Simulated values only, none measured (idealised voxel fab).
process module | voxel transistor to metal
cross-section cut | 215 nm wide | cells 5 nm
A cross-section is a grid of square cells, given in bands from the top down. A band is one or more rows of cells.
Each band's line starts with the height of the band's top and of its bottom, in nm. Then come its materials from left to right, each with its width in nm. One material with "throughout" fills the band from edge to edge. "air" is empty space.
Height 0 is the level under which the wafer as received is all one material. The lowest band goes on downwards, as in "0 down".
A width such as "30 to 40" changes by the same amount from each row of cells to the next, from the band's top row to its bottom row.
"no change" after a step means that no cell of the cross-section changed.
closed voids: empty space of 8 cells or more with no open way to the top, each as width x height at its distance from the left edge, in nm
after a step's settings: what the simulator itself notes on the step
overlay nm, on a step with a mask: how far to the right of its planned place the mask lay; to the left if negative
plan
1 op RECEIVE | material Si
2 op OXIDIZE | depth nm 5
3 op CONFORMAL_DEP | material SiN | thk nm 10
4 op DIRECTIONAL_DEP | material aC | thk nm 10
5 op PATTERN | tone cover | mask id ACTIVE | material resist | width nm 110 | thk nm 25 | overlay nm 0
6 op DIRECTIONAL_ETCH | etch materials aC | depth nm 10
7 op STRIP | etch materials resist
8 op DIRECTIONAL_ETCH | etch materials SiN | depth nm 10
9 op DIRECTIONAL_ETCH | etch materials SiO2 | depth nm 5
10 op DIRECTIONAL_ETCH | etch materials Si | depth nm 35
11 op STRIP | etch materials aC
12 op OXIDIZE | depth nm 5
13 op FILL_DEP | material SiO2 | thk nm 10
14 op CMP | height nm 10
15 op SELECTIVE_ETCH | etch materials SiO2 | depth nm 10
16 op STRIP | etch materials SiN
17 op SELECTIVE_ETCH | etch materials SiO2 | depth nm 5
18 op OXIDIZE | depth nm 5
19 op DIRECTIONAL_DEP | material polySi | thk nm 25
20 op DIRECTIONAL_DEP | material SiCN | thk nm 10
21 op MASKED_ETCH | tone cover | mask id GATE | width nm 30 | etch materials SiCN | depth nm 20 | overlay nm 0
22 op MASKED_ETCH | tone cover | mask id GATE | width nm 30 | etch materials polySi | depth nm 35 | overlay nm 0
23 op CONFORMAL_DEP | material SiO2 | thk nm 5
24 op DIRECTIONAL_ETCH | etch materials SiO2 | depth nm 5
25 op CONFORMAL_DEP | material SiN | thk nm 5
26 op DIRECTIONAL_ETCH | etch materials SiN | depth nm 5
27 op DIRECTIONAL_ETCH | etch materials SiO2 | depth nm 5
28 op DIRECTIONAL_ETCH | etch materials Si | depth nm 15
29 op EPI | material SiGe | thk nm 20
30 op FILL_DEP | material SiO2 | thk nm 5
31 op CMP | height nm 20
32 op STRIP | etch materials polySi
33 op SELECTIVE_ETCH | etch materials SiO2 | depth nm 5
34 op CONFORMAL_DEP | material HfO2 | thk nm 5
35 op CONFORMAL_DEP | material TiN | thk nm 5
36 op FILL_DEP | material W | thk nm 10
37 op CMP | height nm 15
38 op DIRECTIONAL_DEP | material SiO2 | thk nm 10
39 op PATTERN | tone open | mask id CONTACT | material resist | width nm 15 | pitch nm 75 | thk nm 15 | overlay nm 0
40 op DIRECTIONAL_ETCH | etch materials SiO2 | depth nm 15
41 op STRIP | etch materials resist
42 op CONFORMAL_DEP | material TiN | thk nm 5
43 op FILL_DEP | material W | thk nm 10
44 op CMP | height nm 25
45 op CONFORMAL_DEP | material SiCN | thk nm 5
46 op DIRECTIONAL_DEP | material lowk | thk nm 25
47 op MASKED_ETCH | tone open | mask id METAL_1 | width nm 15 | pitch nm 75 | etch materials lowk | depth nm 25 | overlay nm 0
48 op MASKED_ETCH | tone open | mask id METAL_1 | width nm 15 | pitch nm 75 | etch materials SiCN | depth nm 5 | overlay nm 0
49 op CONFORMAL_DEP | material TiN | thk nm 5
50 op FILL_DEP | material W | thk nm 10
51 op CMP | height nm 55
52 op CONFORMAL_DEP | material SiCN | thk nm 5
first wafer, as planned
as received, after step 1
  0 down: Si throughout
  closed voids: none
after step 2
  0 to -5: SiO2 throughout
  below -5: unchanged
after step 3
  10 to 0: SiN throughout
  below 0: unchanged
after step 4
  20 to 10: aC throughout
  below 10: unchanged
after step 5
  45 to 20: air 50 | resist 110 | air 55
  below 20: unchanged
after step 6
  35 to 20: air 50 | resist 110 | air 55
  20 to 10: air 50 | aC 110 | air 55
  below 10: unchanged
after step 7
  20 to 10: air 50 | aC 110 | air 55
  below 10: unchanged
after step 8
  20 to 10: air 50 | aC 110 | air 55
  10 to 0: air 50 | SiN 110 | air 55
  below 0: unchanged
after step 9
  20 to 10: air 50 | aC 110 | air 55
  10 to 0: air 50 | SiN 110 | air 55
  0 to -5: air 50 | SiO2 110 | air 55
  below -5: unchanged
after step 10
  20 to 10: air 50 | aC 110 | air 55
  10 to 0: air 50 | SiN 110 | air 55
  0 to -5: air 50 | SiO2 110 | air 55
  -5 to -40: air 50 | Si 110 | air 55
  below -40: unchanged
after step 11
  10 to 0: air 50 | SiN 110 | air 55
  below 0: unchanged
after step 12
  10 to 0: air 50 | SiN 110 | air 55
  0 to -5: air 50 | SiO2 110 | air 55
  -5 to -40: air 50 | SiO2 5 | Si 100 | SiO2 5 | air 55
  -40 to -45: SiO2 55 | Si 100 | SiO2 60
  below -45: unchanged
after step 13
  20 to 10: SiO2 throughout
  10 to 0: SiO2 50 | SiN 110 | SiO2 55
  0 to -5: SiO2 throughout
  -5 to -45: SiO2 55 | Si 100 | SiO2 60
  below -45: unchanged
after step 14
  10 to 0: SiO2 50 | SiN 110 | SiO2 55
  below 0: unchanged
after step 15
  10 to 0: air 50 | SiN 110 | air 55
  below 0: unchanged
after step 16
  0 to -5: SiO2 throughout
  below -5: unchanged
after step 17
  -5 to -45: SiO2 55 | Si 100 | SiO2 60
  below -45: unchanged
after step 18
  -5 to -10: SiO2 throughout
  below -10: unchanged
after step 19
  20 to -5: polySi throughout
  below -5: unchanged
after step 20
  30 to 20: SiCN throughout
  below 20: unchanged
after step 21
  30 to 20: air 90 | SiCN 30 | air 95
  below 20: unchanged
after step 22
  30 to 20: air 90 | SiCN 30 | air 95
  20 to -5: air 90 | polySi 30 | air 95
  below -5: unchanged
after step 23
  35 to 30: air 85 | SiO2 40 | air 90
  30 to 20: air 85 | SiO2 5 | SiCN 30 | SiO2 5 | air 90
  20 to 0: air 85 | SiO2 5 | polySi 30 | SiO2 5 | air 90
  0 to -5: SiO2 90 | polySi 30 | SiO2 95
  below -5: unchanged
after step 24
  30 to 20: air 85 | SiO2 5 | SiCN 30 | SiO2 5 | air 90
  20 to -5: air 85 | SiO2 5 | polySi 30 | SiO2 5 | air 90
  below -5: unchanged
after step 25
  35 to 30: air 80 | SiN 50 | air 85
  30 to 20: air 80 | SiN 5 | SiO2 5 | SiCN 30 | SiO2 5 | SiN 5 | air 85
  20 to 0: air 80 | SiN 5 | SiO2 5 | polySi 30 | SiO2 5 | SiN 5 | air 85
  0 to -5: SiN 85 | SiO2 5 | polySi 30 | SiO2 5 | SiN 90
  below -5: unchanged
after step 26
  30 to 20: air 80 | SiN 5 | SiO2 5 | SiCN 30 | SiO2 5 | SiN 5 | air 85
  20 to -5: air 80 | SiN 5 | SiO2 5 | polySi 30 | SiO2 5 | SiN 5 | air 85
  below -5: unchanged
after step 27
  30 to 25: air 80 | SiN 5 | air 5 | SiCN 30 | air 5 | SiN 5 | air 85
  25 to 20: air 80 | SiN 5 | SiO2 5 | SiCN 30 | SiO2 5 | SiN 5 | air 85
  20 to -5: air 80 | SiN 5 | SiO2 5 | polySi 30 | SiO2 5 | SiN 5 | air 85
  -5 to -10: air 80 | SiO2 50 | air 85
  below -10: unchanged
after step 28
  30 to 25: air 80 | SiN 5 | air 5 | SiCN 30 | air 5 | SiN 5 | air 85
  25 to 20: air 80 | SiN 5 | SiO2 5 | SiCN 30 | SiO2 5 | SiN 5 | air 85
  20 to -5: air 80 | SiN 5 | SiO2 5 | polySi 30 | SiO2 5 | SiN 5 | air 85
  -5 to -10: air 80 | SiO2 50 | air 85
  -10 to -25: SiO2 55 | air 25 | Si 50 | air 25 | SiO2 60
  below -25: unchanged
after step 29
  30 to 25: air 80 | SiN 5 | air 5 | SiCN 30 | air 5 | SiN 5 | air 85
  25 to 20: air 80 | SiN 5 | SiO2 5 | SiCN 30 | SiO2 5 | SiN 5 | air 85
  20 to 10: air 80 | SiN 5 | SiO2 5 | polySi 30 | SiO2 5 | SiN 5 | air 85
  10 to -5: air 60 | SiGe 20 | SiN 5 | SiO2 5 | polySi 30 | SiO2 5 | SiN 5 | SiGe 20 | air 65
  -5 to -10: air 50 | SiGe 30 | SiO2 50 | SiGe 30 | air 55
  -10 to -25: SiO2 55 | SiGe 25 | Si 50 | SiGe 25 | SiO2 60
  below -25: unchanged
after step 30
  35 to 30: SiO2 throughout
  30 to 20: SiO2 80 | SiN 5 | SiO2 5 | SiCN 30 | SiO2 5 | SiN 5 | SiO2 85
  20 to 10: SiO2 80 | SiN 5 | SiO2 5 | polySi 30 | SiO2 5 | SiN 5 | SiO2 85
  10 to -5: SiO2 60 | SiGe 20 | SiN 5 | SiO2 5 | polySi 30 | SiO2 5 | SiN 5 | SiGe 20 | SiO2 65
  -5 to -10: SiO2 50 | SiGe 30 | SiO2 50 | SiGe 30 | SiO2 55
  below -10: unchanged
after step 31
  20 to 10: SiO2 80 | SiN 5 | SiO2 5 | polySi 30 | SiO2 5 | SiN 5 | SiO2 85
  below 10: unchanged
after step 32
  20 to 10: SiO2 80 | SiN 5 | SiO2 5 | air 30 | SiO2 5 | SiN 5 | SiO2 85
  10 to -5: SiO2 60 | SiGe 20 | SiN 5 | SiO2 5 | air 30 | SiO2 5 | SiN 5 | SiGe 20 | SiO2 65
  below -5: unchanged
after step 33
  20 to 15: air 80 | SiN 5 | air 40 | SiN 5 | air 85
  15 to 10: SiO2 80 | SiN 5 | air 40 | SiN 5 | SiO2 85
  10 to -5: SiO2 60 | SiGe 20 | SiN 5 | air 40 | SiN 5 | SiGe 20 | SiO2 65
  -5 to -10: SiO2 50 | SiGe 30 | SiO2 5 | air 40 | SiO2 5 | SiGe 30 | SiO2 55
  below -10: unchanged
after step 34
  25 to 20: air 75 | HfO2 15 | air 30 | HfO2 15 | air 80
  20 to 15: HfO2 80 | SiN 5 | HfO2 5 | air 30 | HfO2 5 | SiN 5 | HfO2 85
  15 to 10: SiO2 80 | SiN 5 | HfO2 5 | air 30 | HfO2 5 | SiN 5 | SiO2 85
  10 to -5: SiO2 60 | SiGe 20 | SiN 5 | HfO2 5 | air 30 | HfO2 5 | SiN 5 | SiGe 20 | SiO2 65
  -5 to -10: SiO2 50 | SiGe 30 | SiO2 5 | HfO2 40 | SiO2 5 | SiGe 30 | SiO2 55
  below -10: unchanged
after step 35
  30 to 25: air 70 | TiN 25 | air 20 | TiN 25 | air 75
  25 to 20: TiN 75 | HfO2 15 | TiN 5 | air 20 | TiN 5 | HfO2 15 | TiN 80
  20 to 15: HfO2 80 | SiN 5 | HfO2 5 | TiN 5 | air 20 | TiN 5 | HfO2 5 | SiN 5 | HfO2 85
  15 to 10: SiO2 80 | SiN 5 | HfO2 5 | TiN 5 | air 20 | TiN 5 | HfO2 5 | SiN 5 | SiO2 85
  10 to 0: SiO2 60 | SiGe 20 | SiN 5 | HfO2 5 | TiN 5 | air 20 | TiN 5 | HfO2 5 | SiN 5 | SiGe 20 | SiO2 65
  0 to -5: SiO2 60 | SiGe 20 | SiN 5 | HfO2 5 | TiN 30 | HfO2 5 | SiN 5 | SiGe 20 | SiO2 65
  below -5: unchanged
after step 36
  40 to 30: W throughout
  30 to 25: W 70 | TiN 25 | W 20 | TiN 25 | W 75
  25 to 20: TiN 75 | HfO2 15 | TiN 5 | W 20 | TiN 5 | HfO2 15 | TiN 80
  20 to 15: HfO2 80 | SiN 5 | HfO2 5 | TiN 5 | W 20 | TiN 5 | HfO2 5 | SiN 5 | HfO2 85
  15 to 10: SiO2 80 | SiN 5 | HfO2 5 | TiN 5 | W 20 | TiN 5 | HfO2 5 | SiN 5 | SiO2 85
  10 to 0: SiO2 60 | SiGe 20 | SiN 5 | HfO2 5 | TiN 5 | W 20 | TiN 5 | HfO2 5 | SiN 5 | SiGe 20 | SiO2 65
  below 0: unchanged
after step 37
  15 to 10: SiO2 80 | SiN 5 | HfO2 5 | TiN 5 | W 20 | TiN 5 | HfO2 5 | SiN 5 | SiO2 85
  below 10: unchanged
after step 38
  25 to 15: SiO2 throughout
  below 15: unchanged
after step 39
  40 to 25: resist 60 | air 15 | resist 60 | air 15 | resist 65
  below 25: unchanged
after step 40
  40 to 25: resist 60 | air 15 | resist 60 | air 15 | resist 65
  25 to 15: SiO2 60 | air 15 | SiO2 60 | air 15 | SiO2 65
  15 to 10: SiO2 60 | air 15 | SiO2 5 | SiN 5 | HfO2 5 | TiN 5 | W 20 | TiN 5 | HfO2 5 | SiN 5 | SiO2 5 | air 15 | SiO2 65
  below 10: unchanged
after step 41
  25 to 15: SiO2 60 | air 15 | SiO2 60 | air 15 | SiO2 65
  below 15: unchanged
after step 42
  30 to 25: TiN 65 | air 5 | TiN 70 | air 5 | TiN 70
  25 to 15: SiO2 60 | TiN 5 | air 5 | TiN 5 | SiO2 60 | TiN 5 | air 5 | TiN 5 | SiO2 65
  15 to 10: SiO2 60 | TiN 15 | SiO2 5 | SiN 5 | HfO2 5 | TiN 5 | W 20 | TiN 5 | HfO2 5 | SiN 5 | SiO2 5 | TiN 15 | SiO2 65
  below 10: unchanged
after step 43
  40 to 30: W throughout
  30 to 25: TiN 65 | W 5 | TiN 70 | W 5 | TiN 70
  25 to 15: SiO2 60 | TiN 5 | W 5 | TiN 5 | SiO2 60 | TiN 5 | W 5 | TiN 5 | SiO2 65
  below 15: unchanged
after step 44
  25 to 15: SiO2 60 | TiN 5 | W 5 | TiN 5 | SiO2 60 | TiN 5 | W 5 | TiN 5 | SiO2 65
  below 15: unchanged
after step 45
  30 to 25: SiCN throughout
  below 25: unchanged
after step 46
  55 to 30: lowk throughout
  below 30: unchanged
after step 47
  55 to 30: lowk 60 | air 15 | lowk 60 | air 15 | lowk 65
  below 30: unchanged
after step 48
  55 to 30: lowk 60 | air 15 | lowk 60 | air 15 | lowk 65
  30 to 25: SiCN 60 | air 15 | SiCN 60 | air 15 | SiCN 65
  below 25: unchanged
after step 49
  60 to 55: TiN 65 | air 5 | TiN 70 | air 5 | TiN 70
  55 to 30: lowk 60 | TiN 5 | air 5 | TiN 5 | lowk 60 | TiN 5 | air 5 | TiN 5 | lowk 65
  30 to 25: SiCN 60 | TiN 15 | SiCN 60 | TiN 15 | SiCN 65
  below 25: unchanged
after step 50
  70 to 60: W throughout
  60 to 55: TiN 65 | W 5 | TiN 70 | W 5 | TiN 70
  55 to 30: lowk 60 | TiN 5 | W 5 | TiN 5 | lowk 60 | TiN 5 | W 5 | TiN 5 | lowk 65
  below 30: unchanged
after step 51
  55 to 30: lowk 60 | TiN 5 | W 5 | TiN 5 | lowk 60 | TiN 5 | W 5 | TiN 5 | lowk 65
  below 30: unchanged
after step 52
  60 to 55: SiCN throughout
  below 55: unchanged
second wafer: like start, like plan, one mistake. Through step 38 it matches the first wafer
when step 39 should have ended
  40 to 25: air 60 | resist 15 | air 60 | resist 15 | air 65
  below 25: unchanged
when step 40 should have ended
  40 to 25: air 60 | resist 15 | air 60 | resist 15 | air 65
  25 to 15: air 60 | SiO2 15 | air 60 | SiO2 15 | air 65
  15 to 10: air 60 | SiO2 15 | air 5 | SiN 5 | HfO2 5 | TiN 5 | W 20 | TiN 5 | HfO2 5 | SiN 5 | air 5 | SiO2 15 | air 65
  below 10: unchanged
when step 41 should have ended
  25 to 15: air 60 | SiO2 15 | air 60 | SiO2 15 | air 65
  below 15: unchanged
when step 42 should have ended
  30 to 25: air 55 | TiN 25 | air 50 | TiN 25 | air 60
  25 to 20: air 55 | TiN 5 | SiO2 15 | TiN 5 | air 50 | TiN 5 | SiO2 15 | TiN 5 | air 60
  20 to 15: air 55 | TiN 5 | SiO2 15 | TiN 60 | SiO2 15 | TiN 5 | air 60
  15 to 10: TiN 60 | SiO2 15 | TiN 5 | SiN 5 | HfO2 5 | TiN 5 | W 20 | TiN 5 | HfO2 5 | SiN 5 | TiN 5 | SiO2 15 | TiN 65
  below 10: unchanged
when step 43 should have ended
  40 to 30: W throughout
  30 to 25: W 55 | TiN 25 | W 50 | TiN 25 | W 60
  25 to 20: W 55 | TiN 5 | SiO2 15 | TiN 5 | W 50 | TiN 5 | SiO2 15 | TiN 5 | W 60
  20 to 15: W 55 | TiN 5 | SiO2 15 | TiN 60 | SiO2 15 | TiN 5 | W 60
  below 15: unchanged
when step 44 should have ended
  25 to 20: W 55 | TiN 5 | SiO2 15 | TiN 5 | W 50 | TiN 5 | SiO2 15 | TiN 5 | W 60
  below 20: unchanged
when step 45 should have ended
  30 to 25: SiCN throughout
  below 25: unchanged
when step 46 should have ended
  55 to 30: lowk throughout
  below 30: unchanged
when step 47 should have ended
  55 to 30: lowk 60 | air 15 | lowk 60 | air 15 | lowk 65
  below 30: unchanged
when step 48 should have ended
  55 to 30: lowk 60 | air 15 | lowk 60 | air 15 | lowk 65
  30 to 25: SiCN 60 | air 15 | SiCN 60 | air 15 | SiCN 65
  below 25: unchanged
when step 49 should have ended
  60 to 55: TiN 65 | air 5 | TiN 70 | air 5 | TiN 70
  55 to 30: lowk 60 | TiN 5 | air 5 | TiN 5 | lowk 60 | TiN 5 | air 5 | TiN 5 | lowk 65
  30 to 25: SiCN 60 | TiN 15 | SiCN 60 | TiN 15 | SiCN 65
  below 25: unchanged
when step 50 should have ended
  70 to 60: W throughout
  60 to 55: TiN 65 | W 5 | TiN 70 | W 5 | TiN 70
  55 to 30: lowk 60 | TiN 5 | W 5 | TiN 5 | lowk 60 | TiN 5 | W 5 | TiN 5 | lowk 65
  below 30: unchanged
when step 51 should have ended
  55 to 30: lowk 60 | TiN 5 | W 5 | TiN 5 | lowk 60 | TiN 5 | W 5 | TiN 5 | lowk 65
  below 30: unchanged
when step 52 should have ended
  60 to 55: SiCN throughout
  below 55: unchanged
what went wrong: step 39 ran as: op PATTERN | tone cover | mask id CONTACT | material resist | width nm 15 | pitch nm 75 | thk nm 15 | overlay nm 0
at the end the second wafer has, in cells: 83 fewer of SiO2 | 31 more of TiN | 52 more of W
